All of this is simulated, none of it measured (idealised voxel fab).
Herein follows the process module entitled voxel tone inversion.
In the cross-section labelled cut, the width is 235 nm and each square cell is 5 nm.
A cross-section is a grid of square cells, given in bands from the top down. A band is one or more rows of cells. Band: top and bottom heights (nm) first, top before bottom; then materials from left to right, widths in nm. "edge to edge" marks a sole material filling the band edge to edge. "air" denotes empty space. Heights from 0 (as-received wafer is one material below). Bottom band endless downward, as "0 -> down". Quick explanation for "30->40": the width changes in equal steps down the rows of cells, from the first number in the band's top row to the second number in its bottom row. Basically "everything unchanged" means that step didn't change any cell in the cross-section. Entry "Cavities, sealed". Content: empty spaces with no open connection to the top, size 8 cells or greater. Each: width x height at distance. Distance: from left edge. Unit: nm. Where a step's line continues beyond its settings, the continuation is a remark by the simulator itself on that step. "overlay nm" denotes, for a step that has a mask, the displacement of the mask to the right of its planned place, with negative values corresponding to the left.
# Here's what the planned process steps look like
1) RECEIVE,material Si
2) CONFORMAL_DEP,material SiCN,thk nm 5
3) DIRECTIONAL_DEP,material aC,thk nm 15
4) PATTERN,tone cover,mask id POSTS,material resist,width nm 20,pitch nm 45,thk nm 25,overlay nm 0
5) DIRECTIONAL_ETCH,etch materials aC,depth nm 15
6) STRIP,etch materials resist
7) FILL_DEP,material SiO2,thk nm 5
8) CMP,height nm 20
9) STRIP,etch materials aC
10) CONFORMAL_DEP,material TiN,thk nm 5
11) FILL_DEP,material W,thk nm 10
12) CMP,height nm 20
13) CONFORMAL_DEP,material SiN,thk nm 5
# Cross-section of the wafer at receipt, which is the condition after step 1
	0 -> down: Si edge to edge
	Cavities, sealed: none
# Starting structure and process plan are as shown above, but one mistake was made in running the module; the wafer cross-section at the end of the module follows
	25 -> 20: TiN edge to edge
	20 -> 10: 85 of SiO2  5 of TiN  10 of W  5 of TiN  25 of SiO2  5 of TiN  10 of W  5 of TiN  85 of SiO2
	10 -> 5: 85 of SiO2  20 of TiN  25 of SiO2  20 of TiN  85 of SiO2
	5 -> 0: SiCN edge to edge
	0 -> down: Si edge to edge
	Cavities, sealed: none
What broke from the plan during processing? step 13 did not happen as planned, as run it was CONFORMAL_DEP,material TiN,thk nm 5
